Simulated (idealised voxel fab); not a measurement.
process module | voxel self aligned vias
cross-section cut | 300 nm wide | cells 5 nm
A cross-section is a grid of square cells, given in bands from the top down. A band is one or more rows of cells.
Each band's line starts with the height of the band's top and of its bottom, in nm. Then come its materials from left to right, each with its width in nm. One material with "throughout" fills the band from edge to edge. "air" is empty space.
Height 0 is the level under which the wafer as received is all one material. The lowest band goes on downwards, as in "0 down".
A width such as "30 to 40" changes by the same amount from each row of cells to the next, from the band's top row to its bottom row.
"no change" after a step means that no cell of the cross-section changed.
closed voids: empty space of 8 cells or more with no open way to the top, each as width x height at its distance from the left edge, in nm
after a step's settings: what the simulator itself notes on the step
overlay nm, on a step with a mask: how far to the right of its planned place the mask lay; to the left if negative
plan
1 op RECEIVE | material Si
2 op CONFORMAL_DEP | material SiO2 | thk nm 10
3 op CONFORMAL_DEP | material SiCN | thk nm 5
4 op DIRECTIONAL_DEP | material SiO2 | thk nm 30
5 op DIRECTIONAL_DEP | material aC | thk nm 15
6 op PATTERN | tone open | mask id LINES | material resist | width nm 20 | pitch nm 55 | thk nm 30 | overlay nm 0
7 op DIRECTIONAL_ETCH | etch materials aC | depth nm 15
8 op STRIP | etch materials resist
9 op DIRECTIONAL_ETCH | etch materials SiO2 | depth nm 30
10 op STRIP | etch materials aC
11 op CONFORMAL_DEP | material TiN | thk nm 5
12 op FILL_DEP | material Ru | thk nm 10
13 op CMP | height nm 45
14 op SELECTIVE_ETCH | etch materials W Ru TiN | depth nm 5
15 op FILL_DEP | material SiN | thk nm 5
16 op CMP | height nm 45
17 op DIRECTIONAL_DEP | material SiO2 | thk nm 15
18 op MASKED_ETCH | tone open | mask id VIAS | width nm 30 | pitch nm 55 | etch materials SiO2 | depth nm 15 | overlay nm 0
19 op MASKED_ETCH | tone open | mask id VIAS | width nm 30 | pitch nm 55 | etch materials SiN | depth nm 5 | overlay nm 0
20 op CONFORMAL_DEP | material TiN | thk nm 5
21 op FILL_DEP | material Cu | thk nm 5
22 op CMP | height nm 60
23 op CONFORMAL_DEP | material SiCN | thk nm 5
as received, after step 1
  0 down: Si throughout
  closed voids: none
a wafer at the end: this start, this plan, one mistake
  65 to 60: TiN throughout
  60 to 50: SiO2 80 | TiN 5 | Cu 20 | TiN 5 | SiO2 25 | TiN 5 | Cu 20 | TiN 5 | SiO2 25 | TiN 5 | Cu 20 | TiN 5 | SiO2 80
  50 to 45: SiO2 80 | TiN 10 | Cu 10 | TiN 10 | SiO2 25 | TiN 10 | Cu 10 | TiN 10 | SiO2 25 | TiN 10 | Cu 10 | TiN 10 | SiO2 80
  45 to 40: SiO2 85 | TiN 20 | SiO2 35 | TiN 20 | SiO2 35 | TiN 20 | SiO2 85
  40 to 20: SiO2 85 | TiN 5 | Ru 10 | TiN 5 | SiO2 35 | TiN 5 | Ru 10 | TiN 5 | SiO2 35 | TiN 5 | Ru 10 | TiN 5 | SiO2 85
  20 to 15: SiO2 85 | TiN 20 | SiO2 35 | TiN 20 | SiO2 35 | TiN 20 | SiO2 85
  15 to 10: SiCN throughout
  10 to 0: SiO2 throughout
  0 down: Si throughout
  closed voids: none
what went wrong: step 23 ran as: op CONFORMAL_DEP | material TiN | thk nm 5
